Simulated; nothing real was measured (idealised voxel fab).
process module | voxel fin reveal
cross-section cut | 215 nm wide | cells 5 nm
A cross-section is a grid of square cells, given in bands from the top down. A band is one or more rows of cells.
Each band's line starts with the height of the band's top and of its bottom, in nm. Then come its materials from left to right, each with its width in nm. One material with "throughout" fills the band from edge to edge. "air" is empty space.
Height 0 is the level under which the wafer as received is all one material. The lowest band goes on downwards, as in "0 down".
A width such as "30 to 40" changes by the same amount from each row of cells to the next, from the band's top row to its bottom row.
"no change" after a step means that no cell of the cross-section changed.
closed voids: empty space of 8 cells or more with no open way to the top, each as width x height at its distance from the left edge, in nm
after a step's settings: what the simulator itself notes on the step
overlay nm, on a step with a mask: how far to the right of its planned place the mask lay; to the left if negative
plan
1 op RECEIVE | material Si
2 op CONFORMAL_DEP | material SiN | thk nm 10
3 op MASKED_ETCH | tone cover | mask id FINS | width nm 15 | pitch nm 35 | etch materials SiN | depth nm 10 | overlay nm 0
4 op MASKED_ETCH | tone cover | mask id FINS | width nm 15 | pitch nm 35 | etch materials Si | depth nm 35 | overlay nm 0
5 op FILL_DEP | material SiO2 | thk nm 10
6 op CMP | height nm 10
7 op SELECTIVE_ETCH | etch materials SiO2 | depth nm 20
8 op STRIP | etch materials SiN
9 op CONFORMAL_DEP | material SiO2 | thk nm 5
as received, after step 1
  0 down: Si throughout
  closed voids: none
first wafer at the end, as planned
  5 to 0: air 75 | SiO2 25 | air 10 | SiO2 25 | air 80
  0 to -5: air 75 | SiO2 5 | Si 15 | SiO2 5 | air 10 | SiO2 5 | Si 15 | SiO2 5 | air 80
  -5 to -35: SiO2 80 | Si 15 | SiO2 20 | Si 15 | SiO2 85
  -35 down: Si throughout
  closed voids: none
second wafer at the end: like start, like plan, one mistake
  5 to 0: air 75 | SiO2 25 | air 10 | SiO2 25 | air 80
  0 to -5: air 75 | SiO2 5 | Si 15 | SiO2 5 | air 10 | SiO2 5 | Si 15 | SiO2 5 | air 80
  -5 to -70: SiO2 80 | Si 15 | SiO2 20 | Si 15 | SiO2 85
  -70 down: Si throughout
  closed voids: none
what went wrong: step 4 was run twice
at the end the second wafer has, in cells: 259 fewer of Si | 259 more of SiO2
